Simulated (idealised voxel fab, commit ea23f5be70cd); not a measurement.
Title: Process Module voxel air gaps
This is section cut - it's 250 nm across, gridded in 5 nm square cells.
Cross-section format: a grid of square cells, given as bands from top to bottom; each band is one or more rows of cells.
Band: top and bottom heights (nm) first, top before bottom; then materials from left to right, widths in nm. "edge to edge" marks a sole material filling the band edge to edge. "empty" denotes empty space.
All heights in this document are referenced to 0, defined as the level beneath which the wafer, as received, consists entirely of one material. The lowest band is not bounded below; it extends indefinitely downward and is written in the form "0..down".
The width entry "30->40" should be interpreted row by row: the top row of cells in the band takes the first number, the bottom row takes the second number, and the change between adjacent rows is uniform throughout.
The cross-section has no changed cell in any step marked "no alterations made".
Voids not open to the top, 8 cells minimum: see "Sealed void inventory". Written width x height at distance; distance is from the left edge; nm.
Where a step's line continues beyond its settings, the continuation is a remark by the simulator itself on that step.
When a step includes a mask, the "overlay nm" setting on its line states how far to the right of its planned place that mask lay, and negative values state how far to the left.

# Process steps - plan
1 RECEIVE with material Si
2 CONFORMAL_DEP with material SiO2, thk nm 10
3 CONFORMAL_DEP with material SiN, thk nm 5
4 DIRECTIONAL_DEP with material SiO2, thk nm 30
5 PATTERN with tone open, mask id LINES, material resist, width nm 25, pitch nm 55, thk nm 20, overlay nm 0
6 DIRECTIONAL_ETCH with etch materials SiO2, depth nm 30
7 STRIP with etch materials resist
8 CONFORMAL_DEP with material TiN, thk nm 5
9 FILL_DEP with material W, thk nm 5
10 CMP with height nm 45
11 EPI with material Ru, thk nm 10
12 SELECTIVE_ETCH with etch materials SiO2, depth nm 40
13 CONFORMAL_DEP with material SiCN, thk nm 5

# Cross-section of the wafer upon arrival, representing the state reached after step 1
- 0..down  Si edge to edge
- Sealed void inventory: none

# Below is the wafer in cross-section after the module was completed. It began from the starting point shown above and followed the plan shown above, except that one mistake was made while running it
- 60..55  empty (15)  SiCN (220)  empty (15)
- 55..45  empty (15)  SiCN (5)  Ru (45)  SiCN (10)  Ru (45)  SiCN (10)  Ru (45)  SiCN (10)  Ru (45)  SiCN (5)  empty (15)
- 45..40  empty (15)  SiCN (15)  TiN (5)  SiN (15)  TiN (5)  SiCN (30)  TiN (5)  SiN (15)  TiN (5)  SiCN (30)  TiN (5)  SiN (15)  TiN (5)  SiCN (30)  TiN (5)  SiN (15)  TiN (5)  SiCN (15)  empty (15)
- 40..20  empty (25)  SiCN (5)  TiN (5)  SiN (15)  TiN (5)  SiCN (5)  empty (20)  SiCN (5)  TiN (5)  SiN (15)  TiN (5)  SiCN (5)  empty (20)  SiCN (5)  TiN (5)  SiN (15)  TiN (5)  SiCN (5)  empty (20)  SiCN (5)  TiN (5)  SiN (15)  TiN (5)  SiCN (5)  empty (25)
- 20..15  SiCN (30)  TiN (25)  SiCN (30)  TiN (25)  SiCN (30)  TiN (25)  SiCN (30)  TiN (25)  SiCN (30)
- 15..10  SiN edge to edge
- 10..0  SiO2 edge to edge
- 0..down  Si edge to edge
- Sealed void inventory: 20 x 20 at 60; 20 x 20 at 115; 20 x 20 at 170
Finding, execution versus plan: contrary to plan, step 9 was performed as FILL_DEP with material SiN, thk nm 5
